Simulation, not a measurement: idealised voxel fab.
A process module follows: voxel wiring stack.
We display cut, a cross-section 150 nm in width whose square cells are each 5 nm.
Think of the cross-section as a grid of square cells. We describe it in bands, top to bottom, and each band covers one or more rows of those cells. It is stipulated that each band's entry specify, in nanometres, the height of the top of the band and then that of its bottom, followed by the materials of the band in left-to-right sequence, each together with its width in nanometres. A single material marked by the word "full width" is understood to fill the band from edge to edge; the word "air" is understood to denote empty space. Note: height 0 marks the level under which the wafer is uniformly one material as received. Lowest band unbounded below, written "z 0 and below". The notation "30->40" denotes a width that varies across the rows of cells in the band, beginning at the first number in the top row, finishing at the second number in the bottom row, and changing by an identical amount from each row to the next. "everything unchanged" after a step means that no cell of the cross-section changed. Enclosed voids (no open way to top), threshold 8 cells or more, entry "Closed cavity list", notation width x height at distance, distance from left edge, nm. If you see something after the settings on a step's line, that's the simulator's own remark about that step. Each step line may optionally specify "overlay nm", which for a step with a mask gives the rightward distance between the mask's planned place and where it lay, a negative value indicating the leftward direction. Pairs, read this way: before one process step on the one hand, after it on the other, the after cross-section ending at the lowest band that changed; the step between, settings included, beneath. Same starting wafer throughout, but possibly different runs of this module, so no pair continues from the pair above unless its entry headed "Pre-step view" says so.

Pre-step view
    z 70 to 55  lowk 20 nm, then air 25 nm, then lowk 15 nm, then air 25 nm, then lowk 15 nm, then air 25 nm, then lowk 25 nm
    z 55 to 40  lowk 20 nm, then air 15 nm, then lowk 65 nm, then air 15 nm, then lowk 35 nm
    z 40 to 35  SiCN 20 nm, then air 15 nm, then SiCN 65 nm, then air 15 nm, then SiCN 35 nm
    z 35 to 20  SiO2 20 nm, then TiN 5 nm, then Cu 15 nm, then TiN 5 nm, then SiO2 15 nm, then TiN 5 nm, then Cu 15 nm, then TiN 5 nm, then SiO2 15 nm, then TiN 5 nm, then Cu 15 nm, then TiN 5 nm, then SiO2 25 nm
    z 20 to 15  SiCN 20 nm, then TiN 25 nm, then SiCN 15 nm, then TiN 25 nm, then SiCN 15 nm, then TiN 25 nm, then SiCN 25 nm
    z 15 to 0  SiO2 full width
    z 0 and below  Si full width
    Closed cavity list: none

Step Outcome
    z 75 to 60  lowk 25 nm, then air 15 nm, then lowk 25 nm, then air 15 nm, then lowk 25 nm, then air 15 nm, then lowk 30 nm
    z 60 to 40  lowk 25 nm, then air 5 nm, then lowk 75 nm, then air 5 nm, then lowk 40 nm
    z 40 to 35  SiCN 20 nm, then lowk 15 nm, then SiCN 65 nm, then lowk 15 nm, then SiCN 35 nm
    Below a height of 35, the structure has not been altered.
    Closed cavity list: none
The step occurring between the two cross-sections depicted above is identified as CONFORMAL_DEP, material lowk, thk nm 5

Pre-step view: just use the after drawing of the pair above as your starting point.

Step Outcome
    z 85 to 75  Ru full width
    z 75 to 60  lowk 25 nm, then Ru 15 nm, then lowk 25 nm, then Ru 15 nm, then lowk 25 nm, then Ru 15 nm, then lowk 30 nm
    z 60 to 40  lowk 25 nm, then Ru 5 nm, then lowk 75 nm, then Ru 5 nm, then lowk 40 nm
    Below a height of 40, the structure has not been altered.
    Closed cavity list: none
The step occurring between the two cross-sections depicted above is identified as FILL_DEP, material Ru, thk nm 10

Pre-step view: just use the after drawing of the pair above as your starting point.

Step Outcome
    z 70 to 60  lowk 25 nm, then Ru 15 nm, then lowk 25 nm, then Ru 15 nm, then lowk 25 nm, then Ru 15 nm, then lowk 30 nm
    Below a height of 60, the structure has not been altered.
    Closed cavity list: none
The step occurring between the two cross-sections depicted above is identified as CMP, height nm 70

Pre-step view: just use the after drawing of the pair above as your starting point.

Step Outcome
    z 75 to 70  SiN full width
    Below a height of 70, the structure has not been altered.
    Closed cavity list: none
The step occurring between the two cross-sections depicted above is identified as CONFORMAL_DEP, material SiN, thk nm 5

Pre-step view
    z 70 to 55  lowk 20 nm, then air 25 nm, then lowk 15 nm, then air 25 nm, then lowk 15 nm, then air 25 nm, then lowk 25 nm
    z 55 to 40  lowk full width
    z 40 to 35  SiCN full width
    z 35 to 20  SiO2 20 nm, then TiN 5 nm, then Cu 15 nm, then TiN 5 nm, then SiO2 15 nm, then TiN 5 nm, then Cu 15 nm, then TiN 5 nm, then SiO2 15 nm, then TiN 5 nm, then Cu 15 nm, then TiN 5 nm, then SiO2 25 nm
    z 20 to 15  SiCN 20 nm, then TiN 25 nm, then SiCN 15 nm, then TiN 25 nm, then SiCN 15 nm, then TiN 25 nm, then SiCN 25 nm
    z 15 to 0  SiO2 full width
    z 0 and below  Si full width
    Closed cavity list: none

Step Outcome
    z 55 to 40  lowk 35 nm, then air 10 nm, then lowk 15 nm, then air 25 nm, then lowk 30 nm, then air 10 nm, then lowk 25 nm
    Below a height of 40, the structure has not been altered.
    Closed cavity list: none
The step occurring between the two cross-sections depicted above is identified as MASKED_ETCH, tone cover, mask id METAL_2_HOLES, width nm 15, pitch nm 80, etch materials lowk, depth nm 15, overlay nm 0

Pre-step view: just use the after drawing of the pair above as your starting point.

Step Outcome
    z 60 to 55  TiN 65 nm, then air 15 nm, then TiN 70 nm
    z 55 to 45  lowk 35 nm, then TiN 10 nm, then lowk 15 nm, then TiN 5 nm, then air 15 nm, then TiN 5 nm, then lowk 30 nm, then TiN 10 nm, then lowk 25 nm
    z 45 to 40  lowk 35 nm, then TiN 10 nm, then lowk 15 nm, then TiN 25 nm, then lowk 30 nm, then TiN 10 nm, then lowk 25 nm
    Below a height of 40, the structure has not been altered.
    Closed cavity list: none
The step occurring between the two cross-sections depicted above is identified as CONFORMAL_DEP, material TiN, thk nm 5

Pre-step view: just use the after drawing of the pair above as your starting point.

Step Outcome
    z 70 to 60  Ru full width
    z 60 to 55  TiN 65 nm, then Ru 15 nm, then TiN 70 nm
    z 55 to 45  lowk 35 nm, then TiN 10 nm, then lowk 15 nm, then TiN 5 nm, then Ru 15 nm, then TiN 5 nm, then lowk 30 nm, then TiN 10 nm, then lowk 25 nm
    Below a height of 45, the structure has not been altered.
    Closed cavity list: none
The step occurring between the two cross-sections depicted above is identified as FILL_DEP, material Ru, thk nm 10

Pre-step view: just use the after drawing of the pair above as your starting point.

Step Outcome
    z 75 to 70  SiN full width
    Below a height of 70, the structure has not been altered.
    Closed cavity list: none
The step occurring between the two cross-sections depicted above is identified as CONFORMAL_DEP, material SiN, thk nm 5
